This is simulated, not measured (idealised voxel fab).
Process module under the name voxel lift off
Pictured: cross-section cut, 190 nm wide, on a grid of 5 nm square cells.
Cross-section format: a grid of square cells, given as bands from top to bottom; each band is one or more rows of cells.
The entry gives the band's vertical extent as a top height and a bottom height in nm, then its horizontal make-up as materials from left to right, each with a width in nm. "air" stands for empty space; a single material marked "edge to edge" fills the band edge to edge.
Heights are expressed relative to 0, this being the level below which the as-received wafer comprises one material exclusively. The lowest band is unbounded in the downward direction and is denoted as in "0 -> down".
Width "30 to 40": first value at the band's top row of cells, second value at its bottom row, equal change from row to row.
Basically "identical to before" means that step didn't change any cell in the cross-section.
You'll see "Tabulated closed voids" listing empty spaces that have no way open to the top, as long as they're 8 cells or more; the notation is width x height at distance, where the distance is from the left edge, and all of it is in nm.
Past the settings on a step's line: simulator remark, on that step.
overlay nm: step with mask; distance mask lay right of planned place; negative value = left of planned place.
Pairs ahead. Before: cross-section ahead of one process step. After: cross-section once the step is done, shown to the lowest changed band only. Under each pair: that step, with settings. Caution: pairs may come from different runs of this module on the same starting wafer; a pair follows the pair above only where its "Ahead of processing" entry says so.
# Ahead of processing
    0 -> down  Si edge to edge
    Tabulated closed voids: none
# Resultant Cross-Section
    5 -> 0  Al2O3 edge to edge
    Nothing below the height 0 has changed.
    Tabulated closed voids: none
What was done to get from the upper cross-section to the lower one? CONFORMAL_DEP with material Al2O3, thk nm 5
Ahead of processing: the cross-section after the pair above
# Resultant Cross-Section
    25 -> 5  resist (50), air (30), resist (30), air (30), resist (50)
    Nothing below the height 5 has changed.
    Tabulated closed voids: none
What was done to get from the upper cross-section to the lower one? PATTERN with tone open, mask id LINES, material resist, width nm 30, pitch nm 60, thk nm 20, overlay nm 0
Ahead of processing: the cross-section after the pair above
# Resultant Cross-Section
    30 -> 25  Ru (50), air (30), Ru (30), air (30), Ru (50)
    25 -> 10  resist (50), air (30), resist (30), air (30), resist (50)
    10 -> 5  resist (50), Ru (30), resist (30), Ru (30), resist (50)
    Nothing below the height 5 has changed.
    Tabulated closed voids: none
What was done to get from the upper cross-section to the lower one? DIRECTIONAL_DEP with material Ru, thk nm 5
Ahead of processing: the cross-section after the pair above
# Resultant Cross-Section
    10 -> 5  air (50), Ru (30), air (30), Ru (30), air (50)
    Nothing below the height 5 has changed.
    Tabulated closed voids: none
What was done to get from the upper cross-section to the lower one? STRIP with etch materials resist
Ahead of processing: the cross-section after the pair above
# Resultant Cross-Section
    20 -> 15  air (40), SiCN (50), air (10), SiCN (50), air (40)
    15 -> 10  SiCN edge to edge
    10 -> 5  SiCN (50), Ru (30), SiCN (30), Ru (30), SiCN (50)
    Nothing below the height 5 has changed.
    Tabulated closed voids: none
What was done to get from the upper cross-section to the lower one? CONFORMAL_DEP with material SiCN, thk nm 10
# Ahead of processing
    10 -> 5  air (50), Ru (30), air (30), Ru (30), air (50)
    5 -> 0  Al2O3 edge to edge
    0 -> down  Si edge to edge
    Tabulated closed voids: none
# Resultant Cross-Section
    25 -> 20  air (35), SiCN (120), air (35)
    20 -> 10  SiCN edge to edge
    10 -> 5  SiCN (50), Ru (30), SiCN (30), Ru (30), SiCN (50)
    Nothing below the height 5 has changed.
    Tabulated closed voids: none
What was done to get from the upper cross-section to the lower one? CONFORMAL_DEP with material SiCN, thk nm 15
# Ahead of processing
    5 -> 0  Al2O3 edge to edge
    0 -> down  Si edge to edge
    Tabulated closed voids: none
# Resultant Cross-Section
    25 -> 5  resist (45), air (40), resist (20), air (40), resist (45)
    Nothing below the height 5 has changed.
    Tabulated closed voids: none
What was done to get from the upper cross-section to the lower one? PATTERN with tone open, mask id LINES, material resist, width nm 40, pitch nm 60, thk nm 20, overlay nm 0
Ahead of processing: the cross-section after the pair above
# Resultant Cross-Section
    30 -> 25  Ru (45), air (40), Ru (20), air (40), Ru (45)
    25 -> 10  resist (45), air (40), resist (20), air (40), resist (45)
    10 -> 5  resist (45), Ru (40), resist (20), Ru (40), resist (45)
    Nothing below the height 5 has changed.
    Tabulated closed voids: none
What was done to get from the upper cross-section to the lower one? DIRECTIONAL_DEP with material Ru, thk nm 5
Ahead of processing: the cross-section after the pair above
# Resultant Cross-Section
    10 -> 5  air (45), Ru (40), air (20), Ru (40), air (45)
    Nothing below the height 5 has changed.
    Tabulated closed voids: none
What was done to get from the upper cross-section to the lower one? STRIP with etch materials resist
Ahead of processing: the cross-section after the pair above
# Resultant Cross-Section
    20 -> 15  air (35), SiCN (120), air (35)
    15 -> 10  SiCN edge to edge
    10 -> 5  SiCN (45), Ru (40), SiCN (20), Ru (40), SiCN (45)
    Nothing below the height 5 has changed.
    Tabulated closed voids: none
What was done to get from the upper cross-section to the lower one? CONFORMAL_DEP with material SiCN, thk nm 10
# Ahead of processing
    5 -> 0  Al2O3 edge to edge
    0 -> down  Si edge to edge
    Tabulated closed voids: none
# Resultant Cross-Section
    25 -> 5  resist (40), air (30), resist (30), air (30), resist (60)
    Nothing below the height 5 has changed.
    Tabulated closed voids: none
What was done to get from the upper cross-section to the lower one? PATTERN with tone open, mask id LINES, material resist, width nm 30, pitch nm 60, thk nm 20, overlay nm -10
Ahead of processing: the cross-section after the pair above
# Resultant Cross-Section
    30 -> 25  Ru (40), air (30), Ru (30), air (30), Ru (60)
    25 -> 10  resist (40), air (30), resist (30), air (30), resist (60)
    10 -> 5  resist (40), Ru (30), resist (30), Ru (30), resist (60)
    Nothing below the height 5 has changed.
    Tabulated closed voids: none
What was done to get from the upper cross-section to the lower one? DIRECTIONAL_DEP with material Ru, thk nm 5
Ahead of processing: the cross-section after the pair above
# Resultant Cross-Section
    10 -> 5  air (40), Ru (30), air (30), Ru (30), air (60)
    Nothing below the height 5 has changed.
    Tabulated closed voids: none
What was done to get from the upper cross-section to the lower one? STRIP with etch materials resist
Ahead of processing: the cross-section after the pair above
# Resultant Cross-Section
    20 -> 15  air (30), SiCN (50), air (10), SiCN (50), air (50)
    15 -> 10  SiCN edge to edge
    10 -> 5  SiCN (40), Ru (30), SiCN (30), Ru (30), SiCN (60)
    Nothing below the height 5 has changed.
    Tabulated closed voids: none
What was done to get from the upper cross-section to the lower one? CONFORMAL_DEP with material SiCN, thk nm 10
# Ahead of processing
    10 -> 5  air (50), Ru (30), air (30), Ru (30), air (50)
    5 -> 0  Al2O3 edge to edge
    0 -> down  Si edge to edge
    Tabulated closed voids: none
# Resultant Cross-Section
    20 -> 15  air (40), Al2O3 (50), air (10), Al2O3 (50), air (40)
    15 -> 10  Al2O3 edge to edge
    10 -> 5  Al2O3 (50), Ru (30), Al2O3 (30), Ru (30), Al2O3 (50)
    Nothing below the height 5 has changed.
    Tabulated closed voids: none
What was done to get from the upper cross-section to the lower one? CONFORMAL_DEP with material Al2O3, thk nm 10
# Ahead of processing
    5 -> 0  Al2O3 edge to edge
    0 -> down  Si edge to edge
    Tabulated closed voids: none
# Resultant Cross-Section
    25 -> 5  air (50), resist (30), air (30), resist (30), air (50)
    Nothing below the height 5 has changed.
    Tabulated closed voids: none
What was done to get from the upper cross-section to the lower one? PATTERN with tone cover, mask id LINES, material resist, width nm 30, pitch nm 60, thk nm 20, overlay nm 0
Ahead of processing: the cross-section after the pair above
# Resultant Cross-Section
    30 -> 25  air (50), Ru (30), air (30), Ru (30), air (50)
    25 -> 10  air (50), resist (30), air (30), resist (30), air (50)
    10 -> 5  Ru (50), resist (30), Ru (30), resist (30), Ru (50)
    Nothing below the height 5 has changed.
    Tabulated closed voids: none
What was done to get from the upper cross-section to the lower one? DIRECTIONAL_DEP with material Ru, thk nm 5
Ahead of processing: the cross-section after the pair above
# Resultant Cross-Section
    10 -> 5  Ru (50), air (30), Ru (30), air (30), Ru (50)
    Nothing below the height 5 has changed.
    Tabulated closed voids: none
What was done to get from the upper cross-section to the lower one? STRIP with etch materials resist
Ahead of processing: the cross-section after the pair above
# Resultant Cross-Section
    20 -> 15  SiCN (60), air (10), SiCN (50), air (10), SiCN (60)
    15 -> 10  SiCN edge to edge
    10 -> 5  Ru (50), SiCN (30), Ru (30), SiCN (30), Ru (50)
    Nothing below the height 5 has changed.
    Tabulated closed voids: none
What was done to get from the upper cross-section to the lower one? CONFORMAL_DEP with material SiCN, thk nm 10
